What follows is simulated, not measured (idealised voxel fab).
This section sets out a process module, namely voxel transistor to metal.
In the cross-section labelled cut, the width is 200 nm and each square cell is 5 nm.
Cross-section, as written here: a square-cell grid given band by band from the top down, where a band holds one or more rows of cells.
Read a band's entry like this: the first values are the height of its top and the height of its bottom in nm, and what follows is the sequence of materials from left to right, each with its width in nm. Note that "blank" is empty space, and that a single material marked "full width" reaches across the band from edge to edge.
For the purposes of this specification, 0 denotes the height below which the wafer in its as-received condition is composed wholly of one material, and the lowermost band, lacking a lower limit, extends downward without end, as expressed in "0 down".
You'd read "30..40" like this: the band's top row of cells is as wide as the first number, its bottom row is as wide as the second, and going down, every row changes width by the same amount as the row before did.
You'll sometimes find "nothing got changed" written for a step, and that's the way of saying that nowhere in the cross-section did a cell change during that step.
"Catalogued sealed voids" enumerates empty spaces isolated from the top, with no open way to it, that contain at least 8 cells, giving each as width x height at distance from the left edge, all three in nm.
Whatever follows a step's settings on its line is a remark the simulator itself makes about that step.
The optional step-line setting "overlay nm" applies to steps with a mask and quantifies how far to the right of its planned location the mask lay, a negative value indicating leftward placement.
-- plan
- 1: RECEIVE,material Si
- 2: OXIDIZE,depth nm 5
- 3: CONFORMAL_DEP,material SiN,thk nm 10
- 4: DIRECTIONAL_DEP,material aC,thk nm 10
- 5: PATTERN,tone cover,mask id ACTIVE,material resist,width nm 115,thk nm 30,overlay nm 0
- 6: DIRECTIONAL_ETCH,etch materials aC,depth nm 10
- 7: STRIP,etch materials resist
- 8: DIRECTIONAL_ETCH,etch materials SiN,depth nm 10
- 9: DIRECTIONAL_ETCH,etch materials SiO2,depth nm 5
- 10: DIRECTIONAL_ETCH,etch materials Si,depth nm 20
- 11: STRIP,etch materials aC
- 12: OXIDIZE,depth nm 5
- 13: FILL_DEP,material SiO2,thk nm 5
- 14: CMP,height nm 10
- 15: SELECTIVE_ETCH,etch materials SiO2,depth nm 5
- 16: STRIP,etch materials SiN
- 17: SELECTIVE_ETCH,etch materials SiO2,depth nm 5
- 18: OXIDIZE,depth nm 5
- 19: DIRECTIONAL_DEP,material polySi,thk nm 25
- 20: DIRECTIONAL_DEP,material SiCN,thk nm 15
- 21: PATTERN,tone cover,mask id GATE,material resist,width nm 35,thk nm 15,overlay nm 0
- 22: DIRECTIONAL_ETCH,etch materials SiCN,depth nm 25
- 23: DIRECTIONAL_ETCH,etch materials polySi,depth nm 35
- 24: STRIP,etch materials resist
- 25: CONFORMAL_DEP,material SiN,thk nm 5
- 26: DIRECTIONAL_ETCH,etch materials SiN,depth nm 5
- 27: DIRECTIONAL_ETCH,etch materials SiO2,depth nm 5
- 28: DIRECTIONAL_ETCH,etch materials Si,depth nm 10
- 29: EPI,material pSi,thk nm 15
- 30: FILL_DEP,material SiO2,thk nm 10
- 31: CMP,height nm 20
- 32: STRIP,etch materials polySi
- 33: SELECTIVE_ETCH,etch materials SiO2,depth nm 5
- 34: CONFORMAL_DEP,material HfO2,thk nm 5
- 35: CONFORMAL_DEP,material TiN,thk nm 5
- 36: FILL_DEP,material W,thk nm 10
- 37: CMP,height nm 15
- 38: DIRECTIONAL_DEP,material SiO2,thk nm 10
- 39: MASKED_ETCH,tone open,mask id CONTACT,width nm 15,pitch nm 80,etch materials SiO2,depth nm 30,overlay nm 0
- 40: CONFORMAL_DEP,material TiN,thk nm 5
- 41: FILL_DEP,material Ru,thk nm 10
- 42: CMP,height nm 25
- 43: CONFORMAL_DEP,material SiN,thk nm 5
- 44: DIRECTIONAL_DEP,material SiO2,thk nm 20
- 45: MASKED_ETCH,tone open,mask id METAL_1,width nm 15,pitch nm 80,etch materials SiO2,depth nm 20,overlay nm 0
- 46: MASKED_ETCH,tone open,mask id METAL_1,width nm 15,pitch nm 80,etch materials SiN,depth nm 5,overlay nm 0
- 47: CONFORMAL_DEP,material TiN,thk nm 5
- 48: FILL_DEP,material Cu,thk nm 5
- 49: CMP,height nm 50
- 50: EPI,material Ru,thk nm 5
- 51: FILL_DEP,material SiCN,thk nm 5
-- Cross-section of the incoming wafer, state after step 1
- 0 down: Si full width
- Catalogued sealed voids: none
-- Wafer cross-section at end of module: start and plan as shown above, one execution error
- 60 to 55: SiCN full width
- 55 to 50: SiCN 45 nm | Ru 25 nm | SiCN 55 nm | Ru 25 nm | SiCN 50 nm
- 50 to 30: SiO2 50 nm | TiN 5 nm | Cu 5 nm | TiN 5 nm | SiO2 65 nm | TiN 5 nm | Cu 5 nm | TiN 5 nm | SiO2 55 nm
- 30 to 25: SiN 50 nm | TiN 15 nm | SiN 65 nm | TiN 15 nm | SiN 55 nm
- 25 to 15: SiO2 50 nm | TiN 5 nm | Ru 5 nm | TiN 5 nm | SiO2 65 nm | TiN 5 nm | Ru 5 nm | TiN 5 nm | SiO2 55 nm
- 15 to 10: SiO2 50 nm | TiN 15 nm | SiO2 10 nm | SiN 5 nm | HfO2 5 nm | TiN 5 nm | W 15 nm | TiN 5 nm | HfO2 5 nm | SiN 5 nm | SiO2 10 nm | TiN 15 nm | SiO2 55 nm
- 10 to 5: SiO2 50 nm | TiN 10 nm | pSi 15 nm | SiN 5 nm | HfO2 5 nm | TiN 5 nm | W 15 nm | TiN 5 nm | HfO2 5 nm | SiN 5 nm | pSi 15 nm | TiN 10 nm | SiO2 55 nm
- 5 to 0: SiO2 50 nm | TiN 10 nm | pSi 15 nm | SiN 5 nm | HfO2 5 nm | TiN 25 nm | HfO2 5 nm | SiN 5 nm | pSi 15 nm | TiN 10 nm | SiO2 55 nm
- 0 to -5: SiO2 40 nm | pSi 35 nm | HfO2 45 nm | pSi 35 nm | SiO2 45 nm
- -5 to -15: SiO2 45 nm | pSi 30 nm | Si 45 nm | pSi 30 nm | SiO2 50 nm
- -15 to -30: SiO2 45 nm | Si 105 nm | SiO2 50 nm
- -30 down: Si full width
- Catalogued sealed voids: none
Error vs. plan: ran 16 and 17 in swapped order versus the plan
